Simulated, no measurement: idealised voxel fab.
You're looking at the process module voxel trench capacitor.
cross-section cut | 260 nm wide | cells 5 nm
Heads up, the way a cross-section reads in here is a grid of square cells, handed over as bands from the top down, with every band being one or more rows of cells. Per band: top height and bottom height in nm, followed by the left-to-right materials and their widths in nm; "throughout" marks a single material spanning edge to edge, "air" marks empty space. Zero point of the height axis is 0; under it, received wafer = one material. Lowest band: continues down indefinitely, "top 0, no bottom". The width entry "30 to 40" should be interpreted row by row: the top row of cells in the band takes the first number, the bottom row takes the second number, and the change between adjacent rows is uniform throughout. Step marked "no modifications"? Then no cell in the cross-section changed in it. You'll see "Closed cavities" listing empty spaces that have no way open to the top, as long as they're 8 cells or more; the notation is width x height at distance, where the distance is from the left edge, and all of it is in nm. Text after the settings on a step's line: the simulator's own remark on that step. What "overlay nm" on a step's line means: if the step has a mask, that mask lay this far to the right of its planned place, or, when the value is negative, to the left.

-- Steps in the process plan
1 RECEIVE,material Si
2 CONFORMAL_DEP,material SiN,thk nm 5
3 MASKED_ETCH,tone open,mask id TRENCH,width nm 25,pitch nm 50,etch materials SiN,depth nm 5,overlay nm 0
4 MASKED_ETCH,tone open,mask id TRENCH,width nm 25,pitch nm 50,etch materials Si,depth nm 30,overlay nm 0
5 CONFORMAL_DEP,material SiO2,thk nm 5
6 FILL_DEP,material polySi,thk nm 10
7 CMP,height nm 5

-- As received (post step 1): cross-section
> top 0, no bottom = Si throughout
> Closed cavities: none

-- First of two wafers, end-of-module section, run followed plan
> top 5, bottom 0 = SiN: 90 | SiO2: 5 | polySi: 15 | SiO2: 5 | SiN: 25 | SiO2: 5 | polySi: 15 | SiO2: 5 | SiN: 95
> top 0, bottom -25 = Si: 90 | SiO2: 5 | polySi: 15 | SiO2: 5 | Si: 25 | SiO2: 5 | polySi: 15 | SiO2: 5 | Si: 95
> top -25, bottom -30 = Si: 90 | SiO2: 25 | Si: 25 | SiO2: 25 | Si: 95
> top -30, no bottom = Si throughout
> Closed cavities: none

-- Same start, same plan as the first wafer - but one mistake in the run. Cross-section of the second of the two at the end of the module
> top 5, bottom 0 = SiN: 95 | SiO2: 5 | polySi: 10 | SiO2: 10 | SiN: 25 | SiO2: 5 | polySi: 10 | SiO2: 10 | SiN: 90
> top 0, bottom -25 = Si: 95 | SiO2: 5 | polySi: 10 | SiO2: 5 | Si: 30 | SiO2: 5 | polySi: 10 | SiO2: 5 | Si: 95
> top -25, bottom -30 = Si: 95 | SiO2: 20 | Si: 30 | SiO2: 20 | Si: 95
> top -30, no bottom = Si throughout
> Closed cavities: none
Short version of what went wrong: planned and actual differ for step 3; actual: MASKED_ETCH,tone open,mask id TRENCH,width nm 25,pitch nm 50,etch materials SiN,depth nm 5,overlay nm 5
Upon completion, the second wafer contains, in terms of cells, a greater or smaller amount of certain materials than the first wafer: +12 Si | -12 polySi
